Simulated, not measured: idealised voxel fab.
process module | voxel capacitor over wiring
cross-section cut | 140 nm wide | cells 5 nm
A cross-section is a grid of square cells, given in bands from the top down. A band is one or more rows of cells.
Each band's line starts with the height of the band's top and of its bottom, in nm. Then come its materials from left to right, each with its width in nm. One material with "throughout" fills the band from edge to edge. "air" is empty space.
Height 0 is the level under which the wafer as received is all one material. The lowest band goes on downwards, as in "0 down".
A width such as "30 to 40" changes by the same amount from each row of cells to the next, from the band's top row to its bottom row.
"no change" after a step means that no cell of the cross-section changed.
closed voids: empty space of 8 cells or more with no open way to the top, each as width x height at its distance from the left edge, in nm
after a step's settings: what the simulator itself notes on the step
overlay nm, on a step with a mask: how far to the right of its planned place the mask lay; to the left if negative
plan
1 op RECEIVE | material Si
2 op CONFORMAL_DEP | material SiO2 | thk nm 10
3 op CONFORMAL_DEP | material SiN | thk nm 5
4 op DIRECTIONAL_DEP | material SiO2 | thk nm 15
5 op DIRECTIONAL_DEP | material aC | thk nm 10
6 op PATTERN | tone open | mask id METAL_1 | material resist | width nm 25 | pitch nm 80 | thk nm 25 | overlay nm 0
7 op DIRECTIONAL_ETCH | etch materials aC | depth nm 10
8 op STRIP | etch materials resist
9 op DIRECTIONAL_ETCH | etch materials SiO2 | depth nm 15
10 op DIRECTIONAL_ETCH | etch materials SiN | depth nm 5
11 op STRIP | etch materials aC
12 op CONFORMAL_DEP | material TiN | thk nm 5
13 op FILL_DEP | material W | thk nm 10
14 op CMP | height nm 30
15 op EPI | material Ru | thk nm 5
16 op FILL_DEP | material SiCN | thk nm 5
17 op DIRECTIONAL_DEP | material SiO2 | thk nm 20
18 op DIRECTIONAL_DEP | material aC | thk nm 15
19 op PATTERN | tone open | mask id PLUG_1 | material resist | width nm 15 | thk nm 30 | overlay nm 0
20 op DIRECTIONAL_ETCH | etch materials aC | depth nm 15
21 op STRIP | etch materials resist
22 op DIRECTIONAL_ETCH | etch materials SiO2 | depth nm 20
23 op DIRECTIONAL_ETCH | etch materials SiCN | depth nm 5
24 op STRIP | etch materials aC
25 op EPI | material Ru | thk nm 10
26 op EPI | material Ru | thk nm 10
27 op EPI | material Ru | thk nm 5
28 op DIRECTIONAL_DEP | material TiN | thk nm 10
29 op DIRECTIONAL_DEP | material SiN | thk nm 5
30 op DIRECTIONAL_DEP | material TiN | thk nm 10
31 op DIRECTIONAL_DEP | material aC | thk nm 15
32 op PATTERN | tone cover | mask id UPPER_PLATE | material resist | width nm 60 | thk nm 35 | overlay nm -10
33 op DIRECTIONAL_ETCH | etch materials aC | depth nm 15
34 op STRIP | etch materials resist
35 op DIRECTIONAL_ETCH | etch materials TiN | depth nm 10
36 op DIRECTIONAL_ETCH | etch materials SiN | depth nm 5
37 op STRIP | etch materials aC
38 op DIRECTIONAL_DEP | material aC | thk nm 15
39 op PATTERN | tone cover | mask id LOWER_PLATE | material resist | width nm 70 | thk nm 30 | overlay nm 0
40 op DIRECTIONAL_ETCH | etch materials aC | depth nm 15
41 op STRIP | etch materials resist
42 op DIRECTIONAL_ETCH | etch materials TiN | depth nm 10
43 op STRIP | etch materials aC
44 op FILL_DEP | material SiO2 | thk nm 15
45 op CMP | height nm 95
46 op DIRECTIONAL_DEP | material aC | thk nm 15
47 op PATTERN | tone open | mask id PLUG_2 | material resist | width nm 15 | thk nm 35 | overlay nm 0
48 op DIRECTIONAL_ETCH | etch materials aC | depth nm 15
49 op STRIP | etch materials resist
50 op DIRECTIONAL_ETCH | etch materials SiO2 | depth nm 10
51 op STRIP | etch materials aC
52 op CONFORMAL_DEP | material TiN | thk nm 5
53 op FILL_DEP | material Cu | thk nm 5
54 op CMP | height nm 95
55 op CONFORMAL_DEP | material SiCN | thk nm 5
varied across the wafers: overlay nm of step 32. The plan shows the first wafer's value. All wafers start alike
first wafer as received, after step 1
  0 down: Si throughout
  closed voids: none
each wafer at the end: cells of each material gained (+) or lost (-) since it was received, then its closed voids
overlay nm -10 | +1 Cu | +29 Ru | +67 SiCN | +30 SiN | +336 SiO2 | +79 TiN | +18 W | closed voids: none
overlay nm -5 | +1 Cu | +29 Ru | +67 SiCN | +30 SiN | +336 SiO2 | +79 TiN | +18 W | closed voids: none
overlay nm 0 | +1 Cu | +29 Ru | +67 SiCN | +30 SiN | +336 SiO2 | +79 TiN | +18 W | closed voids: none
overlay nm 5 | +1 Cu | +29 Ru | +67 SiCN | +30 SiN | +336 SiO2 | +79 TiN | +18 W | closed voids: none
overlay nm 10 | +1 Cu | +29 Ru | +67 SiCN | +30 SiN | +336 SiO2 | +79 TiN | +18 W | closed voids: none
overlay nm 15 | +1 Cu | +29 Ru | +67 SiCN | +30 SiN | +336 SiO2 | +79 TiN | +18 W | closed voids: none
